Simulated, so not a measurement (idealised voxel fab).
Presented below is a process module, voxel released beams.
We display cut, a cross-section 265 nm in width whose square cells are each 5 nm.
Bands, listed from the top down, are how a cross-section gets written in this document; the cross-section itself is a grid of square cells, and a band is one or more rows of them. Basically the band line says how high the top is and how high the bottom is, in nm, and then what's in it from left to right, every material with its width in nm. Empty space shows up as "air", and if a single material carries "full width" it runs the full band edge to edge. Height 0 is the level under which the wafer as received is all one material. The lowest band goes on downwards, as in "z 0 and below". Think of "30->40" as a width that walks from the first number to the second as you go down the band, top row to bottom row, taking equal-sized steps from row to row. "nothing changed" means the step left every cell of the cross-section as it was. Basically, "Entrapped void list" tells you about the enclosed voids: empty spaces with no open way to the top, 8 cells or bigger, each written width x height at distance, where distance is from the left edge, all in nm. Where a step's line continues beyond its settings, the continuation is a remark by the simulator itself on that step. The "overlay nm" setting may appear on a step's line; for a step that uses a mask, it gives how far to the right of its planned position the mask lay, and a negative value indicates the left.

## The planned process steps are enumerated hereunder
1,op RECEIVE | material Si
2,op CONFORMAL_DEP | material SiN | thk nm 10
3,op DIRECTIONAL_DEP | material SiO2 | thk nm 15
4,op PATTERN | tone open | mask id ANCHOR | material resist | width nm 40 | thk nm 15 | overlay nm 0
5,op DIRECTIONAL_ETCH | etch materials SiO2 | depth nm 15
6,op STRIP | etch materials resist
7,op CONFORMAL_DEP | material W | thk nm 15
8,op DIRECTIONAL_DEP | material aC | thk nm 10
9,op PATTERN | tone cover | mask id BEAM | material resist | width nm 90 | thk nm 30 | overlay nm 0
10,op DIRECTIONAL_ETCH | etch materials aC | depth nm 10
11,op STRIP | etch materials resist
12,op DIRECTIONAL_ETCH | etch materials W | depth nm 15
13,op STRIP | etch materials aC
14,op STRIP | etch materials SiO2

## This is the cross-section of the wafer as we received it, i.e. after step 1
  z 0 and below: Si full width
  Entrapped void list: none

## End-of-module XS, first of two wafers, run as planned
  z 40 to 25: air (85) / W (20) / air (10) / W (60) / air (90)
  z 25 to 10: air (90) / W (40) / air (135)
  z 10 to 0: SiN full width
  z 0 and below: Si full width
  Entrapped void list: none

## Presented here is a cross-section of the second of the two wafers as it stood at the end of the module. It was started in the same manner and assigned the same plan as the first wafer; however, one mistake was made in its execution
  z 40 to 25: air (90) / W (15) / air (10) / W (65) / air (85)
  z 25 to 10: air (90) / W (40) / air (135)
  z 10 to 0: SiN full width
  z 0 and below: Si full width
  Entrapped void list: none
Here's what went sideways: step 9 went in with a setting other than planned; the actual run was op PATTERN | tone cover | mask id BEAM | material resist | width nm 90 | thk nm 30 | overlay nm 5
Matching per-material cell counts, mismatched positions: that is how the second wafer compares with the first at the end.
